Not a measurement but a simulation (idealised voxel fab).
A process module follows: voxel transistor to metal.
Pictured: cross-section cut, 140 nm wide, on a grid of 5 nm square cells.
How to read a cross-section here: the picture is a grid of square cells, written as bands going from the top down, and any band can span one or more rows of cells.
Quick guide to a band line: top height, bottom height (nm) up front; then every material left to right with its width in nm. Only one material and it's marked "all across"? Then it fills the band edge to edge. And "air" just means empty space.
Height is counted from the level 0, under which the received wafer is composed throughout of one material. The lowest of the bands is not closed at the bottom but continues downward, in the notation "0 -> down".
Top row gets the first number, bottom row gets the second, and each row in between changes by the same step: that is how a band width like "30->40" works.
Take "no alterations made" at face value: in the step it is given for, the cross-section changed in none of its cells.
What "Closed-off voids" gives you is every empty space of 8 cells or more that is cut off from the top. Each appears as width x height at distance, with the distance taken from the left edge and width, height and distance all in nm.
Whatever follows a step's settings on its line is a remark the simulator itself makes about that step.
Steps that use a mask can have "overlay nm" on their line. It says how far the mask sat to the right of where it was meant to be. Negative means to the left.

## Planned step list for the process
1. RECEIVE: material Si
2. OXIDIZE: depth nm 5
3. CONFORMAL_DEP: material SiN, thk nm 15
4. PATTERN: tone cover, mask id ACTIVE, material resist, width nm 100, thk nm 15, overlay nm 0
5. DIRECTIONAL_ETCH: etch materials SiN, depth nm 15
6. DIRECTIONAL_ETCH: etch materials SiO2, depth nm 5
7. DIRECTIONAL_ETCH: etch materials Si, depth nm 30
8. STRIP: etch materials resist
9. OXIDIZE: depth nm 5
10. FILL_DEP: material SiO2, thk nm 10
11. CMP: height nm 15
12. SELECTIVE_ETCH: etch materials SiO2, depth nm 5
13. STRIP: etch materials SiN
14. SELECTIVE_ETCH: etch materials SiO2, depth nm 5
15. OXIDIZE: depth nm 5
16. DIRECTIONAL_DEP: material polySi, thk nm 20
17. DIRECTIONAL_DEP: material SiCN, thk nm 15
18. DIRECTIONAL_DEP: material aC, thk nm 15
19. PATTERN: tone cover, mask id GATE, material resist, width nm 20, thk nm 35, overlay nm 0
20. DIRECTIONAL_ETCH: etch materials aC, depth nm 15
21. STRIP: etch materials resist
22. DIRECTIONAL_ETCH: etch materials SiCN, depth nm 25
23. DIRECTIONAL_ETCH: etch materials polySi, depth nm 30
24. STRIP: etch materials aC
25. CONFORMAL_DEP: material SiN, thk nm 10
26. DIRECTIONAL_ETCH: etch materials SiN, depth nm 10
27. DIRECTIONAL_ETCH: etch materials SiO2, depth nm 5
28. DIRECTIONAL_ETCH: etch materials Si, depth nm 15
29. EPI: material nSi, thk nm 15
30. FILL_DEP: material SiO2, thk nm 10
31. CMP: height nm 30
32. DIRECTIONAL_DEP: material SiO2, thk nm 10
33. DIRECTIONAL_DEP: material aC, thk nm 15
34. PATTERN: tone open, mask id CONTACT, material resist, width nm 25, pitch nm 55, thk nm 35, overlay nm 0
35. DIRECTIONAL_ETCH: etch materials aC, depth nm 15
36. STRIP: etch materials resist
37. DIRECTIONAL_ETCH: etch materials SiO2, depth nm 50
38. STRIP: etch materials aC
39. CONFORMAL_DEP: material TiN, thk nm 5
40. FILL_DEP: material W, thk nm 10
41. CMP: height nm 40
42. CONFORMAL_DEP: material SiN, thk nm 5
43. DIRECTIONAL_DEP: material SiO2, thk nm 25
44. MASKED_ETCH: tone open, mask id METAL_1, width nm 15, pitch nm 65, etch materials SiO2, depth nm 25, overlay nm 0
45. MASKED_ETCH: tone open, mask id METAL_1, width nm 15, pitch nm 65, etch materials SiN, depth nm 5, overlay nm 0
46. CONFORMAL_DEP: material TiN, thk nm 5
47. FILL_DEP: material Ru, thk nm 10
48. CMP: height nm 70
49. CONFORMAL_DEP: material SiCN, thk nm 5
50. DIRECTIONAL_DEP: material lowk, thk nm 25
51. PATTERN: tone open, mask id METAL_2, material resist, width nm 15, pitch nm 65, thk nm 15, overlay nm 0
52. DIRECTIONAL_ETCH: etch materials lowk, depth nm 15
53. STRIP: etch materials resist
54. PATTERN: tone open, mask id METAL_2_HOLES, material resist, width nm 15, pitch nm 65, thk nm 20, overlay nm 0
55. DIRECTIONAL_ETCH: etch materials lowk, depth nm 10
56. DIRECTIONAL_ETCH: etch materials SiCN, depth nm 5
57. STRIP: etch materials resist
58. CONFORMAL_DEP: material TiN, thk nm 5
59. FILL_DEP: material Cu, thk nm 10
60. CMP: height nm 100
61. CONFORMAL_DEP: material SiN, thk nm 5

## First of the two wafers, run per plan

## Step 1 complete: cross-section of the wafer as received
- 0 -> down: Si all across
- Closed-off voids: none

## Step 2 done - wafer cross-section
- 0 -> -5: SiO2 all across
- Beneath the level -5, the cross-section is identical to its previous state.

## Step 3 done - wafer cross-section
- 15 -> 0: SiN all across
- Beneath the level 0, the cross-section is identical to its previous state.

## Step 4 done - wafer cross-section
- 30 -> 15: 20 nm air, 100 nm resist, 20 nm air
- Beneath the level 15, the cross-section is identical to its previous state.

## Step 5 done - wafer cross-section
- 30 -> 15: 20 nm air, 100 nm resist, 20 nm air
- 15 -> 0: 20 nm air, 100 nm SiN, 20 nm air
- Beneath the level 0, the cross-section is identical to its previous state.

## Step 6 done - wafer cross-section
- 30 -> 15: 20 nm air, 100 nm resist, 20 nm air
- 15 -> 0: 20 nm air, 100 nm SiN, 20 nm air
- 0 -> -5: 20 nm air, 100 nm SiO2, 20 nm air
- Beneath the level -5, the cross-section is identical to its previous state.

## Step 7 done - wafer cross-section
- 30 -> 15: 20 nm air, 100 nm resist, 20 nm air
- 15 -> 0: 20 nm air, 100 nm SiN, 20 nm air
- 0 -> -5: 20 nm air, 100 nm SiO2, 20 nm air
- -5 -> -35: 20 nm air, 100 nm Si, 20 nm air
- Beneath the level -35, the cross-section is identical to its previous state.

## Step 8 done - wafer cross-section
- 15 -> 0: 20 nm air, 100 nm SiN, 20 nm air
- Beneath the level 0, the cross-section is identical to its previous state.

## Step 9 done - wafer cross-section
- 15 -> 0: 20 nm air, 100 nm SiN, 20 nm air
- 0 -> -5: 20 nm air, 100 nm SiO2, 20 nm air
- -5 -> -35: 20 nm air, 5 nm SiO2, 90 nm Si, 5 nm SiO2, 20 nm air
- -35 -> -40: 25 nm SiO2, 90 nm Si, 25 nm SiO2
- Beneath the level -40, the cross-section is identical to its previous state.

## Step 10 done - wafer cross-section
- 25 -> 15: SiO2 all across
- 15 -> 0: 20 nm SiO2, 100 nm SiN, 20 nm SiO2
- 0 -> -5: SiO2 all across
- -5 -> -40: 25 nm SiO2, 90 nm Si, 25 nm SiO2
- Beneath the level -40, the cross-section is identical to its previous state.

## Step 11 done - wafer cross-section
- 15 -> 0: 20 nm SiO2, 100 nm SiN, 20 nm SiO2
- Beneath the level 0, the cross-section is identical to its previous state.

## Step 12 done - wafer cross-section
- 15 -> 10: 20 nm air, 100 nm SiN, 20 nm air
- Beneath the level 10, the cross-section is identical to its previous state.

## Step 13 done - wafer cross-section
- 10 -> 0: 20 nm SiO2, 100 nm air, 20 nm SiO2
- Beneath the level 0, the cross-section is identical to its previous state.

## Step 14 done - wafer cross-section
- 5 -> -5: 15 nm SiO2, 110 nm air, 15 nm SiO2
- Beneath the level -5, the cross-section is identical to its previous state.

## Step 15 done - wafer cross-section
- 5 -> -5: 15 nm SiO2, 110 nm air, 15 nm SiO2
- -5 -> -10: SiO2 all across
- Beneath the level -10, the cross-section is identical to its previous state.

## Step 16 done - wafer cross-section
- 25 -> 15: 15 nm polySi, 110 nm air, 15 nm polySi
- 15 -> 5: polySi all across
- 5 -> -5: 15 nm SiO2, 110 nm polySi, 15 nm SiO2
- Beneath the level -5, the cross-section is identical to its previous state.

## Step 17 done - wafer cross-section
- 40 -> 30: 15 nm SiCN, 110 nm air, 15 nm SiCN
- 30 -> 25: SiCN all across
- 25 -> 15: 15 nm polySi, 110 nm SiCN, 15 nm polySi
- Beneath the level 15, the cross-section is identical to its previous state.

## Step 18 done - wafer cross-section
- 55 -> 45: 15 nm aC, 110 nm air, 15 nm aC
- 45 -> 40: aC all across
- 40 -> 30: 15 nm SiCN, 110 nm aC, 15 nm SiCN
- Beneath the level 30, the cross-section is identical to its previous state.

## Step 19 done - wafer cross-section
- 90 -> 55: 60 nm air, 20 nm resist, 60 nm air
- 55 -> 45: 15 nm aC, 45 nm air, 20 nm resist, 45 nm air, 15 nm aC
- Beneath the level 45, the cross-section is identical to its previous state.

## Step 20 done - wafer cross-section
- 75 -> 45: 60 nm air, 20 nm resist, 60 nm air
- 45 -> 40: 60 nm air, 20 nm aC, 60 nm air
- 40 -> 30: 15 nm SiCN, 45 nm air, 20 nm aC, 45 nm air, 15 nm SiCN
- Beneath the level 30, the cross-section is identical to its previous state.

## Step 21 done - wafer cross-section
- 45 -> 40: 60 nm air, 20 nm aC, 60 nm air
- Beneath the level 40, the cross-section is identical to its previous state.

## Step 22 done - wafer cross-section
- 45 -> 30: 60 nm air, 20 nm aC, 60 nm air
- 30 -> 25: 60 nm air, 20 nm SiCN, 60 nm air
- 25 -> 15: 15 nm polySi, 45 nm air, 20 nm SiCN, 45 nm air, 15 nm polySi
- Beneath the level 15, the cross-section is identical to its previous state.

## Step 23 done - wafer cross-section
- 45 -> 30: 60 nm air, 20 nm aC, 60 nm air
- 30 -> 15: 60 nm air, 20 nm SiCN, 60 nm air
- 15 -> 5: 60 nm air, 20 nm polySi, 60 nm air
- 5 -> -5: 15 nm SiO2, 45 nm air, 20 nm polySi, 45 nm air, 15 nm SiO2
- Beneath the level -5, the cross-section is identical to its previous state.

## Step 24 done - wafer cross-section
- 30 -> 15: 60 nm air, 20 nm SiCN, 60 nm air
- Beneath the level 15, the cross-section is identical to its previous state.

## Step 25 done - wafer cross-section
- 40 -> 30: 50 nm air, 40 nm SiN, 50 nm air
- 30 -> 15: 50 nm air, 10 nm SiN, 20 nm SiCN, 10 nm SiN, 50 nm air
- 15 -> 5: 25 nm SiN, 25 nm air, 10 nm SiN, 20 nm polySi, 10 nm SiN, 25 nm air, 25 nm SiN
- 5 -> -5: 15 nm SiO2, 45 nm SiN, 20 nm polySi, 45 nm SiN, 15 nm SiO2
- Beneath the level -5, the cross-section is identical to its previous state.

## Step 26 done - wafer cross-section
- 30 -> 15: 50 nm air, 10 nm SiN, 20 nm SiCN, 10 nm SiN, 50 nm air
- 15 -> 5: 50 nm air, 10 nm SiN, 20 nm polySi, 10 nm SiN, 50 nm air
- 5 -> -5: 15 nm SiO2, 10 nm SiN, 25 nm air, 10 nm SiN, 20 nm polySi, 10 nm SiN, 25 nm air, 10 nm SiN, 15 nm SiO2
- Beneath the level -5, the cross-section is identical to its previous state.

## Step 27 done - wafer cross-section
- 30 -> 15: 50 nm air, 10 nm SiN, 20 nm SiCN, 10 nm SiN, 50 nm air
- 15 -> 5: 50 nm air, 10 nm SiN, 20 nm polySi, 10 nm SiN, 50 nm air
- 5 -> 0: 15 nm air, 10 nm SiN, 25 nm air, 10 nm SiN, 20 nm polySi, 10 nm SiN, 25 nm air, 10 nm SiN, 15 nm air
- 0 -> -5: 15 nm SiO2, 10 nm SiN, 25 nm air, 10 nm SiN, 20 nm polySi, 10 nm SiN, 25 nm air, 10 nm SiN, 15 nm SiO2
- -5 -> -10: 25 nm SiO2, 25 nm air, 40 nm SiO2, 25 nm air, 25 nm SiO2
- Beneath the level -10, the cross-section is identical to its previous state.

## Step 28 done - wafer cross-section
- 30 -> 15: 50 nm air, 10 nm SiN, 20 nm SiCN, 10 nm SiN, 50 nm air
- 15 -> 5: 50 nm air, 10 nm SiN, 20 nm polySi, 10 nm SiN, 50 nm air
- 5 -> 0: 15 nm air, 10 nm SiN, 25 nm air, 10 nm SiN, 20 nm polySi, 10 nm SiN, 25 nm air, 10 nm SiN, 15 nm air
- 0 -> -5: 15 nm SiO2, 10 nm SiN, 25 nm air, 10 nm SiN, 20 nm polySi, 10 nm SiN, 25 nm air, 10 nm SiN, 15 nm SiO2
- -5 -> -10: 25 nm SiO2, 25 nm air, 40 nm SiO2, 25 nm air, 25 nm SiO2
- -10 -> -25: 25 nm SiO2, 25 nm air, 40 nm Si, 25 nm air, 25 nm SiO2
- Beneath the level -25, the cross-section is identical to its previous state.

## Step 29 done - wafer cross-section
- 30 -> 15: 50 nm air, 10 nm SiN, 20 nm SiCN, 10 nm SiN, 50 nm air
- 15 -> 5: 50 nm air, 10 nm SiN, 20 nm polySi, 10 nm SiN, 50 nm air
- 5 -> 0: 15 nm air, 10 nm SiN, 10 nm air, 15 nm nSi, 10 nm SiN, 20 nm polySi, 10 nm SiN, 15 nm nSi, 10 nm air, 10 nm SiN, 15 nm air
- 0 -> -5: 15 nm SiO2, 10 nm SiN, 10 nm air, 15 nm nSi, 10 nm SiN, 20 nm polySi, 10 nm SiN, 15 nm nSi, 10 nm air, 10 nm SiN, 15 nm SiO2
- -5 -> -10: 25 nm SiO2, 10 nm air, 15 nm nSi, 40 nm SiO2, 15 nm nSi, 10 nm air, 25 nm SiO2
- -10 -> -25: 25 nm SiO2, 25 nm nSi, 40 nm Si, 25 nm nSi, 25 nm SiO2
- Beneath the level -25, the cross-section is identical to its previous state.

## Step 30 done - wafer cross-section
- 40 -> 30: SiO2 all across
- 30 -> 15: 50 nm SiO2, 10 nm SiN, 20 nm SiCN, 10 nm SiN, 50 nm SiO2
- 15 -> 5: 50 nm SiO2, 10 nm SiN, 20 nm polySi, 10 nm SiN, 50 nm SiO2
- 5 -> -5: 15 nm SiO2, 10 nm SiN, 10 nm SiO2, 15 nm nSi, 10 nm SiN, 20 nm polySi, 10 nm SiN, 15 nm nSi, 10 nm SiO2, 10 nm SiN, 15 nm SiO2
- -5 -> -10: 35 nm SiO2, 15 nm nSi, 40 nm SiO2, 15 nm nSi, 35 nm SiO2
- Beneath the level -10, the cross-section is identical to its previous state.

## Step 31 done - wafer cross-section
- 30 -> 15: 50 nm SiO2, 10 nm SiN, 20 nm SiCN, 10 nm SiN, 50 nm SiO2
- Beneath the level 15, the cross-section is identical to its previous state.

## Step 32 done - wafer cross-section
- 40 -> 30: SiO2 all across
- Beneath the level 30, the cross-section is identical to its previous state.

## Step 33 done - wafer cross-section
- 55 -> 40: aC all across
- Beneath the level 40, the cross-section is identical to its previous state.

## Step 34 done - wafer cross-section
- 90 -> 55: 30 nm resist, 25 nm air, 30 nm resist, 25 nm air, 30 nm resist
- Beneath the level 55, the cross-section is identical to its previous state.

## Step 35 done - wafer cross-section
- 75 -> 55: 30 nm resist, 25 nm air, 30 nm resist, 25 nm air, 30 nm resist
- 55 -> 40: 30 nm aC, 25 nm air, 30 nm aC, 25 nm air, 30 nm aC
- Beneath the level 40, the cross-section is identical to its previous state.

## Step 36 done - wafer cross-section
- 55 -> 40: 30 nm aC, 25 nm air, 30 nm aC, 25 nm air, 30 nm aC
- Beneath the level 40, the cross-section is identical to its previous state.

## Step 37 done - wafer cross-section
- 55 -> 40: 30 nm aC, 25 nm air, 30 nm aC, 25 nm air, 30 nm aC
- 40 -> 30: 30 nm SiO2, 25 nm air, 30 nm SiO2, 25 nm air, 30 nm SiO2
- 30 -> 15: 30 nm SiO2, 20 nm air, 10 nm SiN, 20 nm SiCN, 10 nm SiN, 20 nm air, 30 nm SiO2
- 15 -> 5: 30 nm SiO2, 20 nm air, 10 nm SiN, 20 nm polySi, 10 nm SiN, 20 nm air, 30 nm SiO2
- 5 -> -5: 15 nm SiO2, 10 nm SiN, 5 nm SiO2, 5 nm air, 15 nm nSi, 10 nm SiN, 20 nm polySi, 10 nm SiN, 15 nm nSi, 5 nm air, 5 nm SiO2, 10 nm SiN, 15 nm SiO2
- -5 -> -10: 30 nm SiO2, 5 nm air, 15 nm nSi, 40 nm SiO2, 15 nm nSi, 5 nm air, 30 nm SiO2
- Beneath the level -10, the cross-section is identical to its previous state.

## Step 38 done - wafer cross-section
- 40 -> 30: 30 nm SiO2, 25 nm air, 30 nm SiO2, 25 nm air, 30 nm SiO2
- Beneath the level 30, the cross-section is identical to its previous state.

## Step 39 done - wafer cross-section
- 45 -> 40: 35 nm TiN, 15 nm air, 40 nm TiN, 15 nm air, 35 nm TiN
- 40 -> 30: 30 nm SiO2, 5 nm TiN, 15->10 nm air, 5->10 nm TiN, 30 nm SiO2, 5->10 nm TiN, 15->10 nm air, 5 nm TiN, 30 nm SiO2
- 30 -> 15: 30 nm SiO2, 5 nm TiN, 10 nm air, 5 nm TiN, 10 nm SiN, 20 nm SiCN, 10 nm SiN, 5 nm TiN, 10 nm air, 5 nm TiN, 30 nm SiO2
- 15 -> 10: 30 nm SiO2, 5 nm TiN, 10 nm air, 5 nm TiN, 10 nm SiN, 20 nm polySi, 10 nm SiN, 5 nm TiN, 10 nm air, 5 nm TiN, 30 nm SiO2
- 10 -> 5: 30 nm SiO2, 20 nm TiN, 10 nm SiN, 20 nm polySi, 10 nm SiN, 20 nm TiN, 30 nm SiO2
- 5 -> -5: 15 nm SiO2, 10 nm SiN, 5 nm SiO2, 5 nm TiN, 15 nm nSi, 10 nm SiN, 20 nm polySi, 10 nm SiN, 15 nm nSi, 5 nm TiN, 5 nm SiO2, 10 nm SiN, 15 nm SiO2
- -5 -> -10: 30 nm SiO2, 5 nm TiN, 15 nm nSi, 40 nm SiO2, 15 nm nSi, 5 nm TiN, 30 nm SiO2
- Beneath the level -10, the cross-section is identical to its previous state.

## Step 40 done - wafer cross-section
- 55 -> 45: W all across
- 45 -> 40: 35 nm TiN, 15 nm W, 40 nm TiN, 15 nm W, 35 nm TiN
- 40 -> 30: 30 nm SiO2, 5 nm TiN, 15->10 nm W, 5->10 nm TiN, 30 nm SiO2, 5->10 nm TiN, 15->10 nm W, 5 nm TiN, 30 nm SiO2
- 30 -> 15: 30 nm SiO2, 5 nm TiN, 10 nm W, 5 nm TiN, 10 nm SiN, 20 nm SiCN, 10 nm SiN, 5 nm TiN, 10 nm W, 5 nm TiN, 30 nm SiO2
- 15 -> 10: 30 nm SiO2, 5 nm TiN, 10 nm W, 5 nm TiN, 10 nm SiN, 20 nm polySi, 10 nm SiN, 5 nm TiN, 10 nm W, 5 nm TiN, 30 nm SiO2
- Beneath the level 10, the cross-section is identical to its previous state.

## Step 41 done - wafer cross-section
- 40 -> 30: 30 nm SiO2, 5 nm TiN, 15->10 nm W, 5->10 nm TiN, 30 nm SiO2, 5->10 nm TiN, 15->10 nm W, 5 nm TiN, 30 nm SiO2
- Beneath the level 30, the cross-section is identical to its previous state.

## Step 42 done - wafer cross-section
- 45 -> 40: SiN all across
- Beneath the level 40, the cross-section is identical to its previous state.

## Step 43 done - wafer cross-section
- 70 -> 45: SiO2 all across
- Beneath the level 45, the cross-section is identical to its previous state.

## Step 44 done - wafer cross-section
- 70 -> 45: 30 nm SiO2, 15 nm air, 50 nm SiO2, 15 nm air, 30 nm SiO2
- Beneath the level 45, the cross-section is identical to its previous state.

## Step 45 done - wafer cross-section
- 70 -> 45: 30 nm SiO2, 15 nm air, 50 nm SiO2, 15 nm air, 30 nm SiO2
- 45 -> 40: 30 nm SiN, 15 nm air, 50 nm SiN, 15 nm air, 30 nm SiN
- Beneath the level 40, the cross-section is identical to its previous state.

## Step 46 done - wafer cross-section
- 75 -> 70: 35 nm TiN, 5 nm air, 60 nm TiN, 5 nm air, 35 nm TiN
- 70 -> 45: 30 nm SiO2, 5 nm TiN, 5 nm air, 5 nm TiN, 50 nm SiO2, 5 nm TiN, 5 nm air, 5 nm TiN, 30 nm SiO2
- 45 -> 40: 30 nm SiN, 15 nm TiN, 50 nm SiN, 15 nm TiN, 30 nm SiN
- Beneath the level 40, the cross-section is identical to its previous state.

## Step 47 done - wafer cross-section
- 85 -> 75: Ru all across
- 75 -> 70: 35 nm TiN, 5 nm Ru, 60 nm TiN, 5 nm Ru, 35 nm TiN
- 70 -> 45: 30 nm SiO2, 5 nm TiN, 5 nm Ru, 5 nm TiN, 50 nm SiO2, 5 nm TiN, 5 nm Ru, 5 nm TiN, 30 nm SiO2
- Beneath the level 45, the cross-section is identical to its previous state.

## Step 48 done - wafer cross-section
- 70 -> 45: 30 nm SiO2, 5 nm TiN, 5 nm Ru, 5 nm TiN, 50 nm SiO2, 5 nm TiN, 5 nm Ru, 5 nm TiN, 30 nm SiO2
- Beneath the level 45, the cross-section is identical to its previous state.

## Step 49 done - wafer cross-section
- 75 -> 70: SiCN all across
- Beneath the level 70, the cross-section is identical to its previous state.

## Step 50 done - wafer cross-section
- 100 -> 75: lowk all across
- Beneath the level 75, the cross-section is identical to its previous state.

## Step 51 done - wafer cross-section
- 115 -> 100: 30 nm resist, 15 nm air, 50 nm resist, 15 nm air, 30 nm resist
- Beneath the level 100, the cross-section is identical to its previous state.

## Step 52 done - wafer cross-section
- 115 -> 100: 30 nm resist, 15 nm air, 50 nm resist, 15 nm air, 30 nm resist
- 100 -> 85: 30 nm lowk, 15 nm air, 50 nm lowk, 15 nm air, 30 nm lowk
- Beneath the level 85, the cross-section is identical to its previous state.

## Step 53 done - wafer cross-section
- 100 -> 85: 30 nm lowk, 15 nm air, 50 nm lowk, 15 nm air, 30 nm lowk
- Beneath the level 85, the cross-section is identical to its previous state.

## Step 54 done - wafer cross-section
- 120 -> 100: 30 nm resist, 15 nm air, 50 nm resist, 15 nm air, 30 nm resist
- Beneath the level 100, the cross-section is identical to its previous state.

## Step 55 done - wafer cross-section
- 120 -> 100: 30 nm resist, 15 nm air, 50 nm resist, 15 nm air, 30 nm resist
- 100 -> 75: 30 nm lowk, 15 nm air, 50 nm lowk, 15 nm air, 30 nm lowk
- Beneath the level 75, the cross-section is identical to its previous state.

## Step 56 done - wafer cross-section
- 120 -> 100: 30 nm resist, 15 nm air, 50 nm resist, 15 nm air, 30 nm resist
- 100 -> 75: 30 nm lowk, 15 nm air, 50 nm lowk, 15 nm air, 30 nm lowk
- 75 -> 70: 30 nm SiCN, 15 nm air, 50 nm SiCN, 15 nm air, 30 nm SiCN
- Beneath the level 70, the cross-section is identical to its previous state.

## Step 57 done - wafer cross-section
- 100 -> 75: 30 nm lowk, 15 nm air, 50 nm lowk, 15 nm air, 30 nm lowk
- Beneath the level 75, the cross-section is identical to its previous state.

## Step 58 done - wafer cross-section
- 105 -> 100: 35 nm TiN, 5 nm air, 60 nm TiN, 5 nm air, 35 nm TiN
- 100 -> 75: 30 nm lowk, 5 nm TiN, 5 nm air, 5 nm TiN, 50 nm lowk, 5 nm TiN, 5 nm air, 5 nm TiN, 30 nm lowk
- 75 -> 70: 30 nm SiCN, 15 nm TiN, 50 nm SiCN, 15 nm TiN, 30 nm SiCN
- Beneath the level 70, the cross-section is identical to its previous state.

## Step 59 done - wafer cross-section
- 115 -> 105: Cu all across
- 105 -> 100: 35 nm TiN, 5 nm Cu, 60 nm TiN, 5 nm Cu, 35 nm TiN
- 100 -> 75: 30 nm lowk, 5 nm TiN, 5 nm Cu, 5 nm TiN, 50 nm lowk, 5 nm TiN, 5 nm Cu, 5 nm TiN, 30 nm lowk
- Beneath the level 75, the cross-section is identical to its previous state.

## Step 60 done - wafer cross-section
- 100 -> 75: 30 nm lowk, 5 nm TiN, 5 nm Cu, 5 nm TiN, 50 nm lowk, 5 nm TiN, 5 nm Cu, 5 nm TiN, 30 nm lowk
- Beneath the level 75, the cross-section is identical to its previous state.

## Step 61 done - wafer cross-section
- 105 -> 100: SiN all across
- Beneath the level 100, the cross-section is identical to its previous state.

## The remaining wafer, second of the two, started like the first and was run to the same plan, except that one mistake was made along the way; the two coincide through step 53, inclusive

## when step 54 should have ended
- 120 -> 100: 30 nm air, 15 nm resist, 50 nm air, 15 nm resist, 30 nm air
- 100 -> 85: 30 nm lowk, 15 nm resist, 50 nm lowk, 15 nm resist, 30 nm lowk
- Beneath the level 85, the cross-section is identical to its previous state.

## when step 55 should have ended
- 120 -> 90: 30 nm air, 15 nm resist, 50 nm air, 15 nm resist, 30 nm air
- Beneath the level 90, the cross-section is identical to its previous state.

when step 56 should have ended: no alterations made

## when step 57 should have ended
- 90 -> 85: 30 nm lowk, 15 nm air, 50 nm lowk, 15 nm air, 30 nm lowk
- Beneath the level 85, the cross-section is identical to its previous state.

## when step 58 should have ended
- 95 -> 90: 35 nm TiN, 5 nm air, 60 nm TiN, 5 nm air, 35 nm TiN
- 90 -> 85: 30 nm lowk, 15 nm TiN, 50 nm lowk, 15 nm TiN, 30 nm lowk
- Beneath the level 85, the cross-section is identical to its previous state.

## when step 59 should have ended
- 105 -> 95: Cu all across
- 95 -> 90: 35 nm TiN, 5 nm Cu, 60 nm TiN, 5 nm Cu, 35 nm TiN
- Beneath the level 90, the cross-section is identical to its previous state.

## when step 60 should have ended
- 100 -> 95: Cu all across
- Beneath the level 95, the cross-section is identical to its previous state.

## when step 61 should have ended
- 105 -> 100: SiN all across
- Beneath the level 100, the cross-section is identical to its previous state.
Run error: contrary to plan, step 54 was performed as PATTERN: tone cover, mask id METAL_2_HOLES, material resist, width nm 15, pitch nm 65, thk nm 20, overlay nm 0
Heads up, by the end the second wafer has more or fewer cells of some materials compared to the first: Cu: 20 more, SiCN: 6 more, TiN: 6 more, lowk: 32 fewer
